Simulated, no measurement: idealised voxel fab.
The process module presented herein is designated voxel capacitor over wiring.
Cross-sectional view cut (width: 195 nm; square cell size: 5 nm).
Format of a cross-section: grid, square cells. Given as bands. Order: top down. Band: one or more rows of cells. Band: top height; bottom height; in nm. Then, left to right: material with width in nm, for each material. "throughout": a single material spanning edge to edge. "air": empty space. A quick word on heights: they are counted from 0, and under that level the wafer as it came to us is one material throughout. The lowest band is different from the rest in having no bottom; it simply continues downward, written as in "from 0 down". Width "30 to 40": first value at the band's top row of cells, second value at its bottom row, equal change from row to row. What does "stayed the same" mean for a step? It means no cell of the cross-section changed in that step. Reported under the label "Enclosed void catalog" are the empty spaces having no open way to the top and comprising 8 cells or more; the notation for each is width x height at distance, in which the distance is measured from the left edge and all three values are in nm. It should be noted that, on the line of a given step, the content following the step's settings is a remark produced by the simulator itself with respect to that step. overlay nm: mask offset rightward from planned place, masked step; negative means leftward offset. Read each pair as before and after one process step. The after cross-section shows only down to the lowest band that changed. The step between them and its settings are given below the pair. Pairs can come from different runs of this module on the same starting wafer. A pair continues from the pair above only where its "Pre-step geometry" entry says so.

[Pre-step geometry]
    from 0 down  Si throughout
    Enclosed void catalog: none

[Post-Step Geometry]
    from 15 to 0  SiO2 throughout
    Heights below 0 show no change.
    Enclosed void catalog: none
In between the before and after cross-sections above, the step is CONFORMAL_DEP (material SiO2; thk nm 15)

Pre-step geometry: = after-state of the pair above.

[Post-Step Geometry]
    from 20 to 15  SiCN throughout
    Heights below 15 show no change.
    Enclosed void catalog: none
In between the before and after cross-sections above, the step is CONFORMAL_DEP (material SiCN; thk nm 5)

Pre-step geometry: = after-state of the pair above.

[Post-Step Geometry]
    from 40 to 20  lowk throughout
    Heights below 20 show no change.
    Enclosed void catalog: none
In between the before and after cross-sections above, the step is DIRECTIONAL_DEP (material lowk; thk nm 20)

Pre-step geometry: = after-state of the pair above.

[Post-Step Geometry]
    from 40 to 20  45 lowk; 20 air; 60 lowk; 20 air; 50 lowk
    Heights below 20 show no change.
    Enclosed void catalog: none
In between the before and after cross-sections above, the step is MASKED_ETCH (tone open; mask id METAL_1; width nm 20; pitch nm 80; etch materials lowk; depth nm 20; overlay nm 0)

Pre-step geometry: = after-state of the pair above.

[Post-Step Geometry]
    from 40 to 20  45 lowk; 20 air; 60 lowk; 20 air; 50 lowk
    from 20 to 15  45 SiCN; 20 air; 60 SiCN; 20 air; 50 SiCN
    Heights below 15 show no change.
    Enclosed void catalog: none
In between the before and after cross-sections above, the step is MASKED_ETCH (tone open; mask id METAL_1; width nm 20; pitch nm 80; etch materials SiCN; depth nm 5; overlay nm 0)

Pre-step geometry: = after-state of the pair above.

[Post-Step Geometry]
    from 45 to 40  50 TiN; 10 air; 70 TiN; 10 air; 55 TiN
    from 40 to 20  45 lowk; 5 TiN; 10 air; 5 TiN; 60 lowk; 5 TiN; 10 air; 5 TiN; 50 lowk
    from 20 to 15  45 SiCN; 20 TiN; 60 SiCN; 20 TiN; 50 SiCN
    Heights below 15 show no change.
    Enclosed void catalog: none
In between the before and after cross-sections above, the step is CONFORMAL_DEP (material TiN; thk nm 5)

Pre-step geometry: = after-state of the pair above.

[Post-Step Geometry]
    from 50 to 45  Cu throughout
    from 45 to 40  50 TiN; 10 Cu; 70 TiN; 10 Cu; 55 TiN
    from 40 to 20  45 lowk; 5 TiN; 10 Cu; 5 TiN; 60 lowk; 5 TiN; 10 Cu; 5 TiN; 50 lowk
    Heights below 20 show no change.
    Enclosed void catalog: none
In between the before and after cross-sections above, the step is FILL_DEP (material Cu; thk nm 5)

Pre-step geometry: = after-state of the pair above.

[Post-Step Geometry]
    from 40 to 20  45 lowk; 5 TiN; 10 Cu; 5 TiN; 60 lowk; 5 TiN; 10 Cu; 5 TiN; 50 lowk
    Heights below 20 show no change.
    Enclosed void catalog: none
In between the before and after cross-sections above, the step is CMP (height nm 40)

Pre-step geometry: = after-state of the pair above.

[Post-Step Geometry]
    from 45 to 40  SiCN throughout
    Heights below 40 show no change.
    Enclosed void catalog: none
In between the before and after cross-sections above, the step is CONFORMAL_DEP (material SiCN; thk nm 5)

Pre-step geometry: = after-state of the pair above.

[Post-Step Geometry]
    from 65 to 45  lowk throughout
    Heights below 45 show no change.
    Enclosed void catalog: none
In between the before and after cross-sections above, the step is DIRECTIONAL_DEP (material lowk; thk nm 20)

Pre-step geometry: = after-state of the pair above.

[Post-Step Geometry]
    from 75 to 65  aC throughout
    Heights below 65 show no change.
    Enclosed void catalog: none
In between the before and after cross-sections above, the step is DIRECTIONAL_DEP (material aC; thk nm 10)

Pre-step geometry: = after-state of the pair above.

[Post-Step Geometry]
    from 100 to 75  50 resist; 15 air; 130 resist
    Heights below 75 show no change.
    Enclosed void catalog: none
In between the before and after cross-sections above, the step is PATTERN (tone open; mask id PLUG_1; material resist; width nm 15; thk nm 25; overlay nm 0)

Pre-step geometry: = after-state of the pair above.

[Post-Step Geometry]
    from 90 to 75  50 resist; 15 air; 130 resist
    from 75 to 65  50 aC; 15 air; 130 aC
    Heights below 65 show no change.
    Enclosed void catalog: none
In between the before and after cross-sections above, the step is DIRECTIONAL_ETCH (etch materials aC; depth nm 10)

Pre-step geometry: = after-state of the pair above.

[Post-Step Geometry]
    from 75 to 65  50 aC; 15 air; 130 aC
    Heights below 65 show no change.
    Enclosed void catalog: none
In between the before and after cross-sections above, the step is STRIP (etch materials resist)

Pre-step geometry: = after-state of the pair above.

[Post-Step Geometry]
    from 75 to 65  50 aC; 15 air; 130 aC
    from 65 to 45  50 lowk; 15 air; 130 lowk
    Heights below 45 show no change.
    Enclosed void catalog: none
In between the before and after cross-sections above, the step is DIRECTIONAL_ETCH (etch materials lowk; depth nm 20)

Pre-step geometry: = after-state of the pair above.

[Post-Step Geometry]
    from 75 to 65  50 aC; 15 air; 130 aC
    from 65 to 45  50 lowk; 15 air; 130 lowk
    from 45 to 40  50 SiCN; 15 air; 130 SiCN
    Heights below 40 show no change.
    Enclosed void catalog: none
In between the before and after cross-sections above, the step is DIRECTIONAL_ETCH (etch materials SiCN; depth nm 5)

Pre-step geometry: = after-state of the pair above.

[Post-Step Geometry]
    from 65 to 45  50 lowk; 15 air; 130 lowk
    Heights below 45 show no change.
    Enclosed void catalog: none
In between the before and after cross-sections above, the step is STRIP (etch materials aC)

Pre-step geometry: = after-state of the pair above.

[Post-Step Geometry]
    from 70 to 65  55 TiN; 5 air; 135 TiN
    from 65 to 45  50 lowk; 5 TiN; 5 air; 5 TiN; 130 lowk
    from 45 to 40  50 SiCN; 15 TiN; 130 SiCN
    Heights below 40 show no change.
    Enclosed void catalog: none
In between the before and after cross-sections above, the step is CONFORMAL_DEP (material TiN; thk nm 5)

Pre-step geometry: = after-state of the pair above.

[Post-Step Geometry]
    from 80 to 70  Ru throughout
    from 70 to 65  55 TiN; 5 Ru; 135 TiN
    from 65 to 45  50 lowk; 5 TiN; 5 Ru; 5 TiN; 130 lowk
    Heights below 45 show no change.
    Enclosed void catalog: none
In between the before and after cross-sections above, the step is FILL_DEP (material Ru; thk nm 10)

Pre-step geometry: = after-state of the pair above.

[Post-Step Geometry]
    from 65 to 45  50 lowk; 5 TiN; 5 Ru; 5 TiN; 130 lowk
    Heights below 45 show no change.
    Enclosed void catalog: none
In between the before and after cross-sections above, the step is CMP (height nm 65)

Pre-step geometry: = after-state of the pair above.

[Post-Step Geometry]
    from 70 to 65  TiN throughout
    Heights below 65 show no change.
    Enclosed void catalog: none
In between the before and after cross-sections above, the step is DIRECTIONAL_DEP (material TiN; thk nm 5)

Pre-step geometry: = after-state of the pair above.

[Post-Step Geometry]
    from 75 to 70  Al2O3 throughout
    Heights below 70 show no change.
    Enclosed void catalog: none
In between the before and after cross-sections above, the step is DIRECTIONAL_DEP (material Al2O3; thk nm 5)

Pre-step geometry: = after-state of the pair above.

[Post-Step Geometry]
    from 85 to 75  TiN throughout
    Heights below 75 show no change.
    Enclosed void catalog: none
In between the before and after cross-sections above, the step is DIRECTIONAL_DEP (material TiN; thk nm 10)

Pre-step geometry: = after-state of the pair above.

[Post-Step Geometry]
    from 85 to 75  50 air; 65 TiN; 80 air
    Heights below 75 show no change.
    Enclosed void catalog: none
In between the before and after cross-sections above, the step is MASKED_ETCH (tone cover; mask id UPPER_PLATE; width nm 65; etch materials TiN; depth nm 10; overlay nm 0)

Pre-step geometry: = after-state of the pair above.

[Post-Step Geometry]
    from 85 to 75  50 air; 65 TiN; 80 air
    from 75 to 70  50 air; 65 Al2O3; 80 air
    Heights below 70 show no change.
    Enclosed void catalog: none
In between the before and after cross-sections above, the step is MASKED_ETCH (tone cover; mask id UPPER_PLATE; width nm 65; etch materials Al2O3; depth nm 5; overlay nm 0)

Pre-step geometry: = after-state of the pair above.

[Post-Step Geometry]
    from 85 to 75  50 air; 65 TiN; 80 air
    from 75 to 70  50 air; 65 Al2O3; 80 air
    from 70 to 65  45 air; 75 TiN; 75 air
    Heights below 65 show no change.
    Enclosed void catalog: none
In between the before and after cross-sections above, the step is MASKED_ETCH (tone cover; mask id LOWER_PLATE; width nm 75; etch materials TiN; depth nm 5; overlay nm 0)

Pre-step geometry: = after-state of the pair above.

[Post-Step Geometry]
    from 100 to 85  SiO2 throughout
    from 85 to 75  50 SiO2; 65 TiN; 80 SiO2
    from 75 to 70  50 SiO2; 65 Al2O3; 80 SiO2
    from 70 to 65  45 SiO2; 75 TiN; 75 SiO2
    Heights below 65 show no change.
    Enclosed void catalog: none
In between the before and after cross-sections above, the step is FILL_DEP (material SiO2; thk nm 15)

Pre-step geometry: = after-state of the pair above.

[Post-Step Geometry]
    from 95 to 85  SiO2 throughout
    Heights below 85 show no change.
    Enclosed void catalog: none
In between the before and after cross-sections above, the step is CMP (height nm 95)

Pre-step geometry: = after-state of the pair above.

[Post-Step Geometry]
    from 110 to 95  60 resist; 15 air; 120 resist
    Heights below 95 show no change.
    Enclosed void catalog: none
In between the before and after cross-sections above, the step is PATTERN (tone open; mask id PLUG_2; material resist; width nm 15; thk nm 15; overlay nm 0)

Pre-step geometry: = after-state of the pair above.

[Post-Step Geometry]
    from 110 to 95  60 resist; 15 air; 120 resist
    from 95 to 85  60 SiO2; 15 air; 120 SiO2
    Heights below 85 show no change.
    Enclosed void catalog: none
In between the before and after cross-sections above, the step is DIRECTIONAL_ETCH (etch materials SiO2; depth nm 10)

Pre-step geometry: = after-state of the pair above.

[Post-Step Geometry]
    from 95 to 85  60 SiO2; 15 air; 120 SiO2
    Heights below 85 show no change.
    Enclosed void catalog: none
In between the before and after cross-sections above, the step is STRIP (etch materials resist)

Pre-step geometry: = after-state of the pair above.

[Post-Step Geometry]
    from 100 to 95  65 TiN; 5 air; 125 TiN
    from 95 to 90  60 SiO2; 5 TiN; 5 air; 5 TiN; 120 SiO2
    from 90 to 85  60 SiO2; 15 TiN; 120 SiO2
    Heights below 85 show no change.
    Enclosed void catalog: none
In between the before and after cross-sections above, the step is CONFORMAL_DEP (material TiN; thk nm 5)

Pre-step geometry: = after-state of the pair above.

[Post-Step Geometry]
    from 105 to 100  W throughout
    from 100 to 95  65 TiN; 5 W; 125 TiN
    from 95 to 90  60 SiO2; 5 TiN; 5 W; 5 TiN; 120 SiO2
    Heights below 90 show no change.
    Enclosed void catalog: none
In between the before and after cross-sections above, the step is FILL_DEP (material W; thk nm 5)

Pre-step geometry: = after-state of the pair above.

[Post-Step Geometry]
    from 95 to 90  60 SiO2; 5 TiN; 5 W; 5 TiN; 120 SiO2
    Heights below 90 show no change.
    Enclosed void catalog: none
In between the before and after cross-sections above, the step is CMP (height nm 95)

Pre-step geometry: = after-state of the pair above.

[Post-Step Geometry]
    from 100 to 95  SiCN throughout
    Heights below 95 show no change.
    Enclosed void catalog: none
In between the before and after cross-sections above, the step is CONFORMAL_DEP (material SiCN; thk nm 5)

[Pre-step geometry]
    from 15 to 0  SiO2 throughout
    from 0 down  Si throughout
    Enclosed void catalog: none

[Post-Step Geometry]
    from 35 to 15  lowk throughout
    Heights below 15 show no change.
    Enclosed void catalog: none
In between the before and after cross-sections above, the step is DIRECTIONAL_DEP (material lowk; thk nm 20)

Pre-step geometry: = after-state of the pair above.

[Post-Step Geometry]
    from 35 to 15  45 lowk; 20 air; 60 lowk; 20 air; 50 lowk
    Heights below 15 show no change.
    Enclosed void catalog: none
In between the before and after cross-sections above, the step is MASKED_ETCH (tone open; mask id METAL_1; width nm 20; pitch nm 80; etch materials lowk; depth nm 20; overlay nm 0)

Pre-step geometry: = after-state of the pair above.

[Post-Step Geometry]
    from 40 to 35  50 TiN; 10 air; 70 TiN; 10 air; 55 TiN
    from 35 to 20  45 lowk; 5 TiN; 10 air; 5 TiN; 60 lowk; 5 TiN; 10 air; 5 TiN; 50 lowk
    from 20 to 15  45 lowk; 20 TiN; 60 lowk; 20 TiN; 50 lowk
    Heights below 15 show no change.
    Enclosed void catalog: none
In between the before and after cross-sections above, the step is CONFORMAL_DEP (material TiN; thk nm 5)

Pre-step geometry: = after-state of the pair above.

[Post-Step Geometry]
    from 45 to 40  Cu throughout
    from 40 to 35  50 TiN; 10 Cu; 70 TiN; 10 Cu; 55 TiN
    from 35 to 20  45 lowk; 5 TiN; 10 Cu; 5 TiN; 60 lowk; 5 TiN; 10 Cu; 5 TiN; 50 lowk
    Heights below 20 show no change.
    Enclosed void catalog: none
In between the before and after cross-sections above, the step is FILL_DEP (material Cu; thk nm 5)

Pre-step geometry: = after-state of the pair above.

[Post-Step Geometry]
    from 40 to 35  50 TiN; 10 Cu; 70 TiN; 10 Cu; 55 TiN
    Heights below 35 show no change.
    Enclosed void catalog: none
In between the before and after cross-sections above, the step is CMP (height nm 40)

Pre-step geometry: = after-state of the pair above.

[Post-Step Geometry]
    from 45 to 40  SiCN throughout
    Heights below 40 show no change.
    Enclosed void catalog: none
In between the before and after cross-sections above, the step is CONFORMAL_DEP (material SiCN; thk nm 5)

Pre-step geometry: = after-state of the pair above.

[Post-Step Geometry]
    from 65 to 45  lowk throughout
    Heights below 45 show no change.
    Enclosed void catalog: none
In between the before and after cross-sections above, the step is DIRECTIONAL_DEP (material lowk; thk nm 20)

Pre-step geometry: = after-state of the pair above.

[Post-Step Geometry]
    from 75 to 65  aC throughout
    Heights below 65 show no change.
    Enclosed void catalog: none
In between the before and after cross-sections above, the step is DIRECTIONAL_DEP (material aC; thk nm 10)

Pre-step geometry: = after-state of the pair above.

[Post-Step Geometry]
    from 100 to 75  50 resist; 15 air; 130 resist
    Heights below 75 show no change.
    Enclosed void catalog: none
In between the before and after cross-sections above, the step is PATTERN (tone open; mask id PLUG_1; material resist; width nm 15; thk nm 25; overlay nm 0)

Pre-step geometry: = after-state of the pair above.

[Post-Step Geometry]
    from 90 to 75  50 resist; 15 air; 130 resist
    from 75 to 65  50 aC; 15 air; 130 aC
    Heights below 65 show no change.
    Enclosed void catalog: none
In between the before and after cross-sections above, the step is DIRECTIONAL_ETCH (etch materials aC; depth nm 10)

Pre-step geometry: = after-state of the pair above.

[Post-Step Geometry]
    from 75 to 65  50 aC; 15 air; 130 aC
    Heights below 65 show no change.
    Enclosed void catalog: none
In between the before and after cross-sections above, the step is STRIP (etch materials resist)

Pre-step geometry: = after-state of the pair above.

[Post-Step Geometry]
    from 75 to 65  50 aC; 15 air; 130 aC
    from 65 to 45  50 lowk; 15 air; 130 lowk
    Heights below 45 show no change.
    Enclosed void catalog: none
In between the before and after cross-sections above, the step is DIRECTIONAL_ETCH (etch materials lowk; depth nm 20)

Pre-step geometry: = after-state of the pair above.

[Post-Step Geometry]
    from 75 to 65  50 aC; 15 air; 130 aC
    from 65 to 45  50 lowk; 15 air; 130 lowk
    from 45 to 40  50 SiCN; 15 air; 130 SiCN
    Heights below 40 show no change.
    Enclosed void catalog: none
In between the before and after cross-sections above, the step is DIRECTIONAL_ETCH (etch materials SiCN; depth nm 5)

Pre-step geometry: = after-state of the pair above.

[Post-Step Geometry]
    from 65 to 45  50 lowk; 15 air; 130 lowk
    Heights below 45 show no change.
    Enclosed void catalog: none
In between the before and after cross-sections above, the step is STRIP (etch materials aC)

Pre-step geometry: = after-state of the pair above.

[Post-Step Geometry]
    from 70 to 65  55 TiN; 5 air; 135 TiN
    from 65 to 45  50 lowk; 5 TiN; 5 air; 5 TiN; 130 lowk
    from 45 to 40  50 SiCN; 15 TiN; 130 SiCN
    Heights below 40 show no change.
    Enclosed void catalog: none
In between the before and after cross-sections above, the step is CONFORMAL_DEP (material TiN; thk nm 5)

Pre-step geometry: = after-state of the pair above.

[Post-Step Geometry]
    from 80 to 70  Ru throughout
    from 70 to 65  55 TiN; 5 Ru; 135 TiN
    from 65 to 45  50 lowk; 5 TiN; 5 Ru; 5 TiN; 130 lowk
    Heights below 45 show no change.
    Enclosed void catalog: none
In between the before and after cross-sections above, the step is FILL_DEP (material Ru; thk nm 10)

Pre-step geometry: = after-state of the pair above.

[Post-Step Geometry]
    from 65 to 45  50 lowk; 5 TiN; 5 Ru; 5 TiN; 130 lowk
    Heights below 45 show no change.
    Enclosed void catalog: none
In between the before and after cross-sections above, the step is CMP (height nm 65)

Pre-step geometry: = after-state of the pair above.

[Post-Step Geometry]
    from 70 to 65  TiN throughout
    Heights below 65 show no change.
    Enclosed void catalog: none
In between the before and after cross-sections above, the step is DIRECTIONAL_DEP (material TiN; thk nm 5)

Pre-step geometry: = after-state of the pair above.

[Post-Step Geometry]
    from 75 to 70  Al2O3 throughout
    Heights below 70 show no change.
    Enclosed void catalog: none
In between the before and after cross-sections above, the step is DIRECTIONAL_DEP (material Al2O3; thk nm 5)

Pre-step geometry: = after-state of the pair above.

[Post-Step Geometry]
    from 85 to 75  TiN throughout
    Heights below 75 show no change.
    Enclosed void catalog: none
In between the before and after cross-sections above, the step is DIRECTIONAL_DEP (material TiN; thk nm 10)

Pre-step geometry: = after-state of the pair above.

[Post-Step Geometry]
    from 85 to 75  50 air; 65 TiN; 80 air
    Heights below 75 show no change.
    Enclosed void catalog: none
In between the before and after cross-sections above, the step is MASKED_ETCH (tone cover; mask id UPPER_PLATE; width nm 65; etch materials TiN; depth nm 10; overlay nm 0)

Pre-step geometry: = after-state of the pair above.

[Post-Step Geometry]
    from 85 to 75  50 air; 65 TiN; 80 air
    from 75 to 70  50 air; 65 Al2O3; 80 air
    Heights below 70 show no change.
    Enclosed void catalog: none
In between the before and after cross-sections above, the step is MASKED_ETCH (tone cover; mask id UPPER_PLATE; width nm 65; etch materials Al2O3; depth nm 5; overlay nm 0)

Pre-step geometry: = after-state of the pair above.

[Post-Step Geometry]
    from 85 to 75  50 air; 65 TiN; 80 air
    from 75 to 70  50 air; 65 Al2O3; 80 air
    from 70 to 65  45 air; 75 TiN; 75 air
    Heights below 65 show no change.
    Enclosed void catalog: none
In between the before and after cross-sections above, the step is MASKED_ETCH (tone cover; mask id LOWER_PLATE; width nm 75; etch materials TiN; depth nm 5; overlay nm 0)

Pre-step geometry: = after-state of the pair above.

[Post-Step Geometry]
    from 100 to 85  SiO2 throughout
    from 85 to 75  50 SiO2; 65 TiN; 80 SiO2
    from 75 to 70  50 SiO2; 65 Al2O3; 80 SiO2
    from 70 to 65  45 SiO2; 75 TiN; 75 SiO2
    Heights below 65 show no change.
    Enclosed void catalog: none
In between the before and after cross-sections above, the step is FILL_DEP (material SiO2; thk nm 15)

Pre-step geometry: = after-state of the pair above.

[Post-Step Geometry]
    from 95 to 85  SiO2 throughout
    Heights below 85 show no change.
    Enclosed void catalog: none
In between the before and after cross-sections above, the step is CMP (height nm 95)

Pre-step geometry: = after-state of the pair above.

[Post-Step Geometry]
    from 110 to 95  60 resist; 15 air; 120 resist
    Heights below 95 show no change.
    Enclosed void catalog: none
In between the before and after cross-sections above, the step is PATTERN (tone open; mask id PLUG_2; material resist; width nm 15; thk nm 15; overlay nm 0)

Pre-step geometry: = after-state of the pair above.

[Post-Step Geometry]
    from 110 to 95  60 resist; 15 air; 120 resist
    from 95 to 85  60 SiO2; 15 air; 120 SiO2
    Heights below 85 show no change.
    Enclosed void catalog: none
In between the before and after cross-sections above, the step is DIRECTIONAL_ETCH (etch materials SiO2; depth nm 10)

Pre-step geometry: = after-state of the pair above.

[Post-Step Geometry]
    from 95 to 85  60 SiO2; 15 air; 120 SiO2
    Heights below 85 show no change.
    Enclosed void catalog: none
In between the before and after cross-sections above, the step is STRIP (etch materials resist)

Pre-step geometry: = after-state of the pair above.

[Post-Step Geometry]
    from 100 to 95  65 TiN; 5 air; 125 TiN
    from 95 to 90  60 SiO2; 5 TiN; 5 air; 5 TiN; 120 SiO2
    from 90 to 85  60 SiO2; 15 TiN; 120 SiO2
    Heights below 85 show no change.
    Enclosed void catalog: none
In between the before and after cross-sections above, the step is CONFORMAL_DEP (material TiN; thk nm 5)

Pre-step geometry: = after-state of the pair above.

[Post-Step Geometry]
    from 105 to 100  W throughout
    from 100 to 95  65 TiN; 5 W; 125 TiN
    from 95 to 90  60 SiO2; 5 TiN; 5 W; 5 TiN; 120 SiO2
    Heights below 90 show no change.
    Enclosed void catalog: none
In between the before and after cross-sections above, the step is FILL_DEP (material W; thk nm 5)

Pre-step geometry: = after-state of the pair above.

[Post-Step Geometry]
    from 95 to 90  60 SiO2; 5 TiN; 5 W; 5 TiN; 120 SiO2
    Heights below 90 show no change.
    Enclosed void catalog: none
In between the before and after cross-sections above, the step is CMP (height nm 95)

Pre-step geometry: = after-state of the pair above.

[Post-Step Geometry]
    from 100 to 95  SiCN throughout
    Heights below 95 show no change.
    Enclosed void catalog: none
In between the before and after cross-sections above, the step is CONFORMAL_DEP (material SiCN; thk nm 5)

[Pre-step geometry]
    from 15 to 0  SiO2 throughout
    from 0 down  Si throughout
    Enclosed void catalog: none

[Post-Step Geometry]
    from 30 to 0  SiO2 throughout
    Heights below 0 show no change.
    Enclosed void catalog: none
In between the before and after cross-sections above, the step is CONFORMAL_DEP (material SiO2; thk nm 15)

Pre-step geometry: = after-state of the pair above.

[Post-Step Geometry]
    from 35 to 30  SiCN throughout
    Heights below 30 show no change.
    Enclosed void catalog: none
In between the before and after cross-sections above, the step is CONFORMAL_DEP (material SiCN; thk nm 5)

Pre-step geometry: = after-state of the pair above.

[Post-Step Geometry]
    from 55 to 35  lowk throughout
    Heights below 35 show no change.
    Enclosed void catalog: none
In between the before and after cross-sections above, the step is DIRECTIONAL_DEP (material lowk; thk nm 20)

Pre-step geometry: = after-state of the pair above.

[Post-Step Geometry]
    from 55 to 35  45 lowk; 20 air; 60 lowk; 20 air; 50 lowk
    Heights below 35 show no change.
    Enclosed void catalog: none
In between the before and after cross-sections above, the step is MASKED_ETCH (tone open; mask id METAL_1; width nm 20; pitch nm 80; etch materials lowk; depth nm 20; overlay nm 0)

Pre-step geometry: = after-state of the pair above.

[Post-Step Geometry]
    from 55 to 35  45 lowk; 20 air; 60 lowk; 20 air; 50 lowk
    from 35 to 30  45 SiCN; 20 air; 60 SiCN; 20 air; 50 SiCN
    Heights below 30 show no change.
    Enclosed void catalog: none
In between the before and after cross-sections above, the step is MASKED_ETCH (tone open; mask id METAL_1; width nm 20; pitch nm 80; etch materials SiCN; depth nm 5; overlay nm 0)

Pre-step geometry: = after-state of the pair above.

[Post-Step Geometry]
    from 60 to 55  50 TiN; 10 air; 70 TiN; 10 air; 55 TiN
    from 55 to 35  45 lowk; 5 TiN; 10 air; 5 TiN; 60 lowk; 5 TiN; 10 air; 5 TiN; 50 lowk
    from 35 to 30  45 SiCN; 20 TiN; 60 SiCN; 20 TiN; 50 SiCN
    Heights below 30 show no change.
    Enclosed void catalog: none
In between the before and after cross-sections above, the step is CONFORMAL_DEP (material TiN; thk nm 5)

Pre-step geometry: = after-state of the pair above.

[Post-Step Geometry]
    from 65 to 60  Cu throughout
    from 60 to 55  50 TiN; 10 Cu; 70 TiN; 10 Cu; 55 TiN
    from 55 to 35  45 lowk; 5 TiN; 10 Cu; 5 TiN; 60 lowk; 5 TiN; 10 Cu; 5 TiN; 50 lowk
    Heights below 35 show no change.
    Enclosed void catalog: none
In between the before and after cross-sections above, the step is FILL_DEP (material Cu; thk nm 5)

Pre-step geometry: = after-state of the pair above.

[Post-Step Geometry]
    from 40 to 35  45 lowk; 5 TiN; 10 Cu; 5 TiN; 60 lowk; 5 TiN; 10 Cu; 5 TiN; 50 lowk
    Heights below 35 show no change.
    Enclosed void catalog: none
In between the before and after cross-sections above, the step is CMP (height nm 40)

Pre-step geometry: = after-state of the pair above.

[Post-Step Geometry]
    from 45 to 40  SiCN throughout
    Heights below 40 show no change.
    Enclosed void catalog: none
In between the before and after cross-sections above, the step is CONFORMAL_DEP (material SiCN; thk nm 5)

Pre-step geometry: = after-state of the pair above.

[Post-Step Geometry]
    from 65 to 45  lowk throughout
    Heights below 45 show no change.
    Enclosed void catalog: none
In between the before and after cross-sections above, the step is DIRECTIONAL_DEP (material lowk; thk nm 20)

Pre-step geometry: = after-state of the pair above.

[Post-Step Geometry]
    from 75 to 65  aC throughout
    Heights below 65 show no change.
    Enclosed void catalog: none
In between the before and after cross-sections above, the step is DIRECTIONAL_DEP (material aC; thk nm 10)

Pre-step geometry: = after-state of the pair above.

[Post-Step Geometry]
    from 100 to 75  50 resist; 15 air; 130 resist
    Heights below 75 show no change.
    Enclosed void catalog: none
In between the before and after cross-sections above, the step is PATTERN (tone open; mask id PLUG_1; material resist; width nm 15; thk nm 25; overlay nm 0)

Pre-step geometry: = after-state of the pair above.

[Post-Step Geometry]
    from 90 to 75  50 resist; 15 air; 130 resist
    from 75 to 65  50 aC; 15 air; 130 aC
    Heights below 65 show no change.
    Enclosed void catalog: none
In between the before and after cross-sections above, the step is DIRECTIONAL_ETCH (etch materials aC; depth nm 10)

Pre-step geometry: = after-state of the pair above.

[Post-Step Geometry]
    from 75 to 65  50 aC; 15 air; 130 aC
    Heights below 65 show no change.
    Enclosed void catalog: none
In between the before and after cross-sections above, the step is STRIP (etch materials resist)

Pre-step geometry: = after-state of the pair above.

[Post-Step Geometry]
    from 75 to 65  50 aC; 15 air; 130 aC
    from 65 to 45  50 lowk; 15 air; 130 lowk
    Heights below 45 show no change.
    Enclosed void catalog: none
In between the before and after cross-sections above, the step is DIRECTIONAL_ETCH (etch materials lowk; depth nm 20)

Pre-step geometry: = after-state of the pair above.

[Post-Step Geometry]
    from 75 to 65  50 aC; 15 air; 130 aC
    from 65 to 45  50 lowk; 15 air; 130 lowk
    from 45 to 40  50 SiCN; 15 air; 130 SiCN
    Heights below 40 show no change.
    Enclosed void catalog: none
In between the before and after cross-sections above, the step is DIRECTIONAL_ETCH (etch materials SiCN; depth nm 5)

Pre-step geometry: = after-state of the pair above.

[Post-Step Geometry]
    from 65 to 45  50 lowk; 15 air; 130 lowk
    Heights below 45 show no change.
    Enclosed void catalog: none
In between the before and after cross-sections above, the step is STRIP (etch materials aC)

Pre-step geometry: = after-state of the pair above.

[Post-Step Geometry]
    from 70 to 65  55 TiN; 5 air; 135 TiN
    from 65 to 45  50 lowk; 5 TiN; 5 air; 5 TiN; 130 lowk
    from 45 to 40  50 SiCN; 15 TiN; 130 SiCN
    Heights below 40 show no change.
    Enclosed void catalog: none
In between the before and after cross-sections above, the step is CONFORMAL_DEP (material TiN; thk nm 5)

Pre-step geometry: = after-state of the pair above.

[Post-Step Geometry]
    from 80 to 70  Ru throughout
    from 70 to 65  55 TiN; 5 Ru; 135 TiN
    from 65 to 45  50 lowk; 5 TiN; 5 Ru; 5 TiN; 130 lowk
    Heights below 45 show no change.
    Enclosed void catalog: none
In between the before and after cross-sections above, the step is FILL_DEP (material Ru; thk nm 10)

Pre-step geometry: = after-state of the pair above.

[Post-Step Geometry]
    from 65 to 45  50 lowk; 5 TiN; 5 Ru; 5 TiN; 130 lowk
    Heights below 45 show no change.
    Enclosed void catalog: none
In between the before and after cross-sections above, the step is CMP (height nm 65)

Pre-step geometry: = after-state of the pair above.

[Post-Step Geometry]
    from 70 to 65  TiN throughout
    Heights below 65 show no change.
    Enclosed void catalog: none
In between the before and after cross-sections above, the step is DIRECTIONAL_DEP (material TiN; thk nm 5)

Pre-step geometry: = after-state of the pair above.

[Post-Step Geometry]
    from 75 to 70  Al2O3 throughout
    Heights below 70 show no change.
    Enclosed void catalog: none
In between the before and after cross-sections above, the step is DIRECTIONAL_DEP (material Al2O3; thk nm 5)

Pre-step geometry: = after-state of the pair above.

[Post-Step Geometry]
    from 85 to 75  TiN throughout
    Heights below 75 show no change.
    Enclosed void catalog: none
In between the before and after cross-sections above, the step is DIRECTIONAL_DEP (material TiN; thk nm 10)

Pre-step geometry: = after-state of the pair above.

[Post-Step Geometry]
    from 85 to 75  50 air; 65 TiN; 80 air
    Heights below 75 show no change.
    Enclosed void catalog: none
In between the before and after cross-sections above, the step is MASKED_ETCH (tone cover; mask id UPPER_PLATE; width nm 65; etch materials TiN; depth nm 10; overlay nm 0)

Pre-step geometry: = after-state of the pair above.

[Post-Step Geometry]
    from 85 to 75  50 air; 65 TiN; 80 air
    from 75 to 70  50 air; 65 Al2O3; 80 air
    Heights below 70 show no change.
    Enclosed void catalog: none
In between the before and after cross-sections above, the step is MASKED_ETCH (tone cover; mask id UPPER_PLATE; width nm 65; etch materials Al2O3; depth nm 5; overlay nm 0)

Pre-step geometry: = after-state of the pair above.

[Post-Step Geometry]
    from 85 to 75  50 air; 65 TiN; 80 air
    from 75 to 70  50 air; 65 Al2O3; 80 air
    from 70 to 65  45 air; 75 TiN; 75 air
    Heights below 65 show no change.
    Enclosed void catalog: none
In between the before and after cross-sections above, the step is MASKED_ETCH (tone cover; mask id LOWER_PLATE; width nm 75; etch materials TiN; depth nm 5; overlay nm 0)

Pre-step geometry: = after-state of the pair above.

[Post-Step Geometry]
    from 100 to 85  SiO2 throughout
    from 85 to 75  50 SiO2; 65 TiN; 80 SiO2
    from 75 to 70  50 SiO2; 65 Al2O3; 80 SiO2
    from 70 to 65  45 SiO2; 75 TiN; 75 SiO2
    Heights below 65 show no change.
    Enclosed void catalog: none
In between the before and after cross-sections above, the step is FILL_DEP (material SiO2; thk nm 15)

Pre-step geometry: = after-state of the pair above.

[Post-Step Geometry]
    from 95 to 85  SiO2 throughout
    Heights below 85 show no change.
    Enclosed void catalog: none
In between the before and after cross-sections above, the step is CMP (height nm 95)
